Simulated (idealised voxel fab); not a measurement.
process module | voxel fin reveal
cross-section cut | 270 nm wide | cells 5 nm
A cross-section is a grid of square cells, given in bands from the top down. A band is one or more rows of cells.
Each band's line starts with the height of the band's top and of its bottom, in nm. Then come its materials from left to right, each with its width in nm. One material with "throughout" fills the band from edge to edge. "air" is empty space.
Height 0 is the level under which the wafer as received is all one material. The lowest band goes on downwards, as in "0 down".
A width such as "30 to 40" changes by the same amount from each row of cells to the next, from the band's top row to its bottom row.
"no change" after a step means that no cell of the cross-section changed.
closed voids: empty space of 8 cells or more with no open way to the top, each as width x height at its distance from the left edge, in nm
after a step's settings: what the simulator itself notes on the step
overlay nm, on a step with a mask: how far to the right of its planned place the mask lay; to the left if negative
plan
1 op RECEIVE | material Si
2 op CONFORMAL_DEP | material SiN | thk nm 10
3 op MASKED_ETCH | tone cover | mask id FINS | width nm 15 | pitch nm 40 | etch materials SiN | depth nm 10 | overlay nm 0
4 op MASKED_ETCH | tone cover | mask id FINS | width nm 15 | pitch nm 40 | etch materials Si | depth nm 30 | overlay nm 0
5 op OXIDIZE | depth nm 5
6 op FILL_DEP | material SiO2 | thk nm 5
7 op CMP | height nm 10
8 op SELECTIVE_ETCH | etch materials SiO2 | depth nm 30
9 op STRIP | etch materials SiN
10 op CONFORMAL_DEP | material HfO2 | thk nm 5
first wafer, as planned
as received, after step 1
  0 down: Si throughout
  closed voids: none
after step 2
  10 to 0: SiN throughout
  below 0: unchanged
after step 3
  10 to 0: air 105 | SiN 15 | air 25 | SiN 15 | air 110
  below 0: unchanged
after step 4
  10 to 0: air 105 | SiN 15 | air 25 | SiN 15 | air 110
  0 to -30: air 105 | Si 15 | air 25 | Si 15 | air 110
  below -30: unchanged
after step 5
  10 to 0: air 105 | SiN 15 | air 25 | SiN 15 | air 110
  0 to -30: air 105 | SiO2 5 | Si 5 | SiO2 5 | air 25 | SiO2 5 | Si 5 | SiO2 5 | air 110
  -30 to -35: SiO2 110 | Si 5 | SiO2 35 | Si 5 | SiO2 115
  below -35: unchanged
after step 6
  15 to 10: SiO2 throughout
  10 to 0: SiO2 105 | SiN 15 | SiO2 25 | SiN 15 | SiO2 110
  0 to -35: SiO2 110 | Si 5 | SiO2 35 | Si 5 | SiO2 115
  below -35: unchanged
after step 7
  10 to 0: SiO2 105 | SiN 15 | SiO2 25 | SiN 15 | SiO2 110
  below 0: unchanged
after step 8
  10 to 0: air 105 | SiN 15 | air 25 | SiN 15 | air 110
  0 to -20: air 110 | Si 5 | air 35 | Si 5 | air 115
  below -20: unchanged
after step 9
  0 to -20: air 110 | Si 5 | air 35 | Si 5 | air 115
  below -20: unchanged
after step 10
  5 to 0: air 105 | HfO2 15 | air 25 | HfO2 15 | air 110
  0 to -15: air 105 | HfO2 5 | Si 5 | HfO2 5 | air 25 | HfO2 5 | Si 5 | HfO2 5 | air 110
  -15 to -20: HfO2 110 | Si 5 | HfO2 35 | Si 5 | HfO2 115
  below -20: unchanged
second wafer: like start, like plan, one mistake. Through step 7 it matches the first wafer
when step 8 should have ended
  10 to 0: SiO2 105 | air 15 | SiO2 25 | air 15 | SiO2 110
  below 0: unchanged
when step 9 should have ended
  0 to -20: air 110 | Si 5 | air 35 | Si 5 | air 115
  -20 to -30: SiO2 75 | air 35 | Si 5 | air 35 | Si 5 | air 35 | SiO2 80
  below -30: unchanged
when step 10 should have ended
  5 to 0: air 105 | HfO2 15 | air 25 | HfO2 15 | air 110
  0 to -15: air 105 | HfO2 5 | Si 5 | HfO2 5 | air 25 | HfO2 5 | Si 5 | HfO2 5 | air 110
  -15 to -20: HfO2 80 | air 25 | HfO2 5 | Si 5 | HfO2 5 | air 25 | HfO2 5 | Si 5 | HfO2 5 | air 25 | HfO2 85
  -20 to -25: SiO2 75 | HfO2 5 | air 25 | HfO2 5 | Si 5 | HfO2 5 | air 25 | HfO2 5 | Si 5 | HfO2 5 | air 25 | HfO2 5 | SiO2 80
  -25 to -30: SiO2 75 | HfO2 35 | Si 5 | HfO2 35 | Si 5 | HfO2 35 | SiO2 80
  below -30: unchanged
what went wrong: steps 8 and 9 were swapped
at the end the second wafer has, in cells: 12 more of HfO2 | 42 fewer of SiO2
